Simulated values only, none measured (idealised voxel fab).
process module | voxel ribs on slabs
cross-section cut | 290 nm wide | cells 5 nm
A cross-section is a grid of square cells, given in bands from the top down. A band is one or more rows of cells.
Each band's line starts with the height of the band's top and of its bottom, in nm. Then come its materials from left to right, each with its width in nm. One material with "throughout" fills the band from edge to edge. "air" is empty space.
Height 0 is the level under which the wafer as received is all one material. The lowest band goes on downwards, as in "0 down".
A width such as "30 to 40" changes by the same amount from each row of cells to the next, from the band's top row to its bottom row.
"no change" after a step means that no cell of the cross-section changed.
closed voids: empty space of 8 cells or more with no open way to the top, each as width x height at its distance from the left edge, in nm
after a step's settings: what the simulator itself notes on the step
overlay nm, on a step with a mask: how far to the right of its planned place the mask lay; to the left if negative
plan
1 op RECEIVE | material Si
2 op DIRECTIONAL_DEP | material SiO2 | thk nm 30
3 op DIRECTIONAL_DEP | material SiN | thk nm 25
4 op MASKED_ETCH | tone cover | mask id RIB | width nm 20 | etch materials SiN | depth nm 10 | overlay nm 0
5 op MASKED_ETCH | tone cover | mask id SLAB | width nm 80 | etch materials SiN | depth nm 15 | overlay nm 0
6 op FILL_DEP | material SiO2 | thk nm 20
7 op CMP | height nm 70
8 op DIRECTIONAL_DEP | material W | thk nm 5
9 op MASKED_ETCH | tone cover | mask id HEATER | width nm 30 | etch materials W | depth nm 5 | overlay nm 0
10 op CONFORMAL_DEP | material SiO2 | thk nm 5
as received, after step 1
  0 down: Si throughout
  closed voids: none
first wafer at the end, as planned
  80 to 75: air 125 | SiO2 40 | air 125
  75 to 70: SiO2 130 | W 30 | SiO2 130
  70 to 55: SiO2 throughout
  55 to 45: SiO2 135 | SiN 20 | SiO2 135
  45 to 30: SiO2 105 | SiN 80 | SiO2 105
  30 to 0: SiO2 throughout
  0 down: Si throughout
  closed voids: none
second wafer at the end: like start, like plan, one mistake
  80 to 75: air 125 | SiO2 40 | air 125
  75 to 70: SiO2 130 | W 30 | SiO2 130
  70 to 65: SiO2 throughout
  65 to 55: SiO2 135 | SiN 20 | SiO2 135
  55 to 40: SiO2 105 | SiN 80 | SiO2 105
  40 to 30: SiN throughout
  30 to 0: SiO2 throughout
  0 down: Si throughout
  closed voids: none
what went wrong: step 3 ran as: op DIRECTIONAL_DEP | material SiN | thk nm 35
at the end the second wafer has, in cells: 116 more of SiN | 116 fewer of SiO2
